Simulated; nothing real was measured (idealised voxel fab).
Process module in this document: voxel double patterning
This is section cut - it's 180 nm across, gridded in 5 nm square cells.
Cross-section = grid of square cells, listed top down in bands; band = one or more rows. Look at the band entry: it leads with the top's height and the bottom's height in nm. Then it lists the materials left to right, with a width in nm for each. The word "edge to edge" on a single material says that material fills the band edge to edge. The word "air" is empty space. It should be noted that heights are counted from 0, beneath which the wafer as supplied is of one material throughout, and that the lowest band possesses no lower boundary but continues downward, as written in "0 and below". The expression "30->40" gives the width at the extremes of the band, the first number at its top row of cells and the second at its bottom row, with the width changing by equal amounts from each row to the next in between. Step marked "changes: none"? Then no cell in the cross-section changed in it. Reported under the label "Non-vented voids" are the empty spaces having no open way to the top and comprising 8 cells or more; the notation for each is width x height at distance, in which the distance is measured from the left edge and all three values are in nm. It should be noted that, on the line of a given step, the content following the step's settings is a remark produced by the simulator itself with respect to that step. overlay nm, on a step with a mask: how far to the right of its planned place the mask lay; to the left if negative.

[Listed below are the process steps as planned]
1. RECEIVE,material Si
2. CONFORMAL_DEP,material SiO2,thk nm 10
3. DIRECTIONAL_DEP,material W,thk nm 20
4. DIRECTIONAL_DEP,material SiN,thk nm 5
5. PATTERN,tone open,mask id FIRST,material resist,width nm 15,pitch nm 50,thk nm 15,overlay nm 0
6. DIRECTIONAL_ETCH,etch materials SiN,depth nm 5
7. STRIP,etch materials resist
8. DIRECTIONAL_DEP,material aC,thk nm 15
9. PATTERN,tone open,mask id SECOND,material resist,width nm 15,pitch nm 50,thk nm 30,overlay nm 0
10. DIRECTIONAL_ETCH,etch materials aC,depth nm 15
11. STRIP,etch materials resist
12. DIRECTIONAL_ETCH,etch materials SiN,depth nm 5
13. STRIP,etch materials aC
14. DIRECTIONAL_ETCH,etch materials W,depth nm 20
15. STRIP,etch materials SiN

[First wafer of two (run as planned)]

[Cross-section of the wafer upon arrival, representing the state reached after step 1]
> 0 and below | Si edge to edge
> Non-vented voids: none

[State of the wafer after step 2, shown in cross-section]
> 10 down to 0 | SiO2 edge to edge
> Everything below 0 is unchanged.

[State of the wafer after step 3, shown in cross-section]
> 30 down to 10 | W edge to edge
> Everything below 10 is unchanged.

[State of the wafer after step 4, shown in cross-section]
> 35 down to 30 | SiN edge to edge
> Everything below 30 is unchanged.

[State of the wafer after step 5, shown in cross-section]
> 50 down to 35 | resist=30; air=15; resist=35; air=15; resist=35; air=15; resist=35
> Everything below 35 is unchanged.

[State of the wafer after step 6, shown in cross-section]
> 50 down to 35 | resist=30; air=15; resist=35; air=15; resist=35; air=15; resist=35
> 35 down to 30 | SiN=30; air=15; SiN=35; air=15; SiN=35; air=15; SiN=35
> Everything below 30 is unchanged.

[State of the wafer after step 7, shown in cross-section]
> 35 down to 30 | SiN=30; air=15; SiN=35; air=15; SiN=35; air=15; SiN=35
> Everything below 30 is unchanged.

[State of the wafer after step 8, shown in cross-section]
> 50 down to 45 | aC=30; air=15; aC=35; air=15; aC=35; air=15; aC=35
> 45 down to 35 | aC edge to edge
> 35 down to 30 | SiN=30; aC=15; SiN=35; aC=15; SiN=35; aC=15; SiN=35
> Everything below 30 is unchanged.

[State of the wafer after step 9, shown in cross-section]
> 80 down to 50 | resist=55; air=15; resist=35; air=15; resist=60
> 50 down to 45 | aC=30; resist=15; aC=35; resist=15; aC=35; resist=15; aC=35
> Everything below 45 is unchanged.

[State of the wafer after step 10, shown in cross-section]
> 65 down to 50 | resist=55; air=15; resist=35; air=15; resist=60
> 50 down to 45 | aC=30; resist=15; aC=10; air=15; aC=10; resist=15; aC=10; air=15; aC=10; resist=15; aC=35
> 45 down to 35 | aC=55; air=15; aC=35; air=15; aC=60
> Everything below 35 is unchanged.

[State of the wafer after step 11, shown in cross-section]
> 50 down to 45 | aC=30; air=15; aC=10; air=15; aC=10; air=15; aC=10; air=15; aC=10; air=15; aC=35
> Everything below 45 is unchanged.

[State of the wafer after step 12, shown in cross-section]
> 50 down to 45 | aC=30; air=15; aC=10; air=15; aC=10; air=15; aC=10; air=15; aC=10; air=15; aC=35
> 45 down to 35 | aC=55; air=15; aC=35; air=15; aC=60
> 35 down to 30 | SiN=30; aC=15; SiN=10; air=15; SiN=10; aC=15; SiN=10; air=15; SiN=10; aC=15; SiN=35
> Everything below 30 is unchanged.

[State of the wafer after step 13, shown in cross-section]
> 35 down to 30 | SiN=30; air=15; SiN=10; air=15; SiN=10; air=15; SiN=10; air=15; SiN=10; air=15; SiN=35
> Everything below 30 is unchanged.

[State of the wafer after step 14, shown in cross-section]
> 35 down to 30 | SiN=30; air=15; SiN=10; air=15; SiN=10; air=15; SiN=10; air=15; SiN=10; air=15; SiN=35
> 30 down to 10 | W=30; air=15; W=10; air=15; W=10; air=15; W=10; air=15; W=10; air=15; W=35
> Everything below 10 is unchanged.

[State of the wafer after step 15, shown in cross-section]
> 30 down to 10 | W=30; air=15; W=10; air=15; W=10; air=15; W=10; air=15; W=10; air=15; W=35
> Everything below 10 is unchanged.

[Regarding the second of the two wafers: it shared the first wafer's starting condition and process plan, yet one error occurred during its execution. Its history coincides with that of the first wafer up to and including step 1]

Here is the second wafer in cross-section at the point where step 2 of the plan should have been done: changes: none

[Here is the second wafer in cross-section at the point where step 3 of the plan should have been done]
> 20 down to 0 | W edge to edge
> Everything below 0 is unchanged.

[Here is the second wafer in cross-section at the point where step 4 of the plan should have been done]
> 25 down to 20 | SiN edge to edge
> Everything below 20 is unchanged.

[Here is the second wafer in cross-section at the point where step 5 of the plan should have been done]
> 40 down to 25 | resist=30; air=15; resist=35; air=15; resist=35; air=15; resist=35
> Everything below 25 is unchanged.

[Here is the second wafer in cross-section at the point where step 6 of the plan should have been done]
> 40 down to 25 | resist=30; air=15; resist=35; air=15; resist=35; air=15; resist=35
> 25 down to 20 | SiN=30; air=15; SiN=35; air=15; SiN=35; air=15; SiN=35
> Everything below 20 is unchanged.

[Here is the second wafer in cross-section at the point where step 7 of the plan should have been done]
> 25 down to 20 | SiN=30; air=15; SiN=35; air=15; SiN=35; air=15; SiN=35
> Everything below 20 is unchanged.

[Here is the second wafer in cross-section at the point where step 8 of the plan should have been done]
> 40 down to 35 | aC=30; air=15; aC=35; air=15; aC=35; air=15; aC=35
> 35 down to 25 | aC edge to edge
> 25 down to 20 | SiN=30; aC=15; SiN=35; aC=15; SiN=35; aC=15; SiN=35
> Everything below 20 is unchanged.

[Here is the second wafer in cross-section at the point where step 9 of the plan should have been done]
> 70 down to 40 | resist=55; air=15; resist=35; air=15; resist=60
> 40 down to 35 | aC=30; resist=15; aC=35; resist=15; aC=35; resist=15; aC=35
> Everything below 35 is unchanged.

[Here is the second wafer in cross-section at the point where step 10 of the plan should have been done]
> 55 down to 40 | resist=55; air=15; resist=35; air=15; resist=60
> 40 down to 35 | aC=30; resist=15; aC=10; air=15; aC=10; resist=15; aC=10; air=15; aC=10; resist=15; aC=35
> 35 down to 25 | aC=55; air=15; aC=35; air=15; aC=60
> Everything below 25 is unchanged.

[Here is the second wafer in cross-section at the point where step 11 of the plan should have been done]
> 40 down to 35 | aC=30; air=15; aC=10; air=15; aC=10; air=15; aC=10; air=15; aC=10; air=15; aC=35
> Everything below 35 is unchanged.

[Here is the second wafer in cross-section at the point where step 12 of the plan should have been done]
> 40 down to 35 | aC=30; air=15; aC=10; air=15; aC=10; air=15; aC=10; air=15; aC=10; air=15; aC=35
> 35 down to 25 | aC=55; air=15; aC=35; air=15; aC=60
> 25 down to 20 | SiN=30; aC=15; SiN=10; air=15; SiN=10; aC=15; SiN=10; air=15; SiN=10; aC=15; SiN=35
> Everything below 20 is unchanged.

[Here is the second wafer in cross-section at the point where step 13 of the plan should have been done]
> 25 down to 20 | SiN=30; air=15; SiN=10; air=15; SiN=10; air=15; SiN=10; air=15; SiN=10; air=15; SiN=35
> Everything below 20 is unchanged.

[Here is the second wafer in cross-section at the point where step 14 of the plan should have been done]
> 25 down to 20 | SiN=30; air=15; SiN=10; air=15; SiN=10; air=15; SiN=10; air=15; SiN=10; air=15; SiN=35
> 20 down to 0 | W=30; air=15; W=10; air=15; W=10; air=15; W=10; air=15; W=10; air=15; W=35
> Everything below 0 is unchanged.

[Here is the second wafer in cross-section at the point where step 15 of the plan should have been done]
> 20 down to 0 | W=30; air=15; W=10; air=15; W=10; air=15; W=10; air=15; W=10; air=15; W=35
> Everything below 0 is unchanged.
Deviation from plan: heads up, step 2 of the plan was skipped and never actually ran
Wafer comparison, final, in cells, second relative to first, materials more or fewer: SiO2: 72 fewer
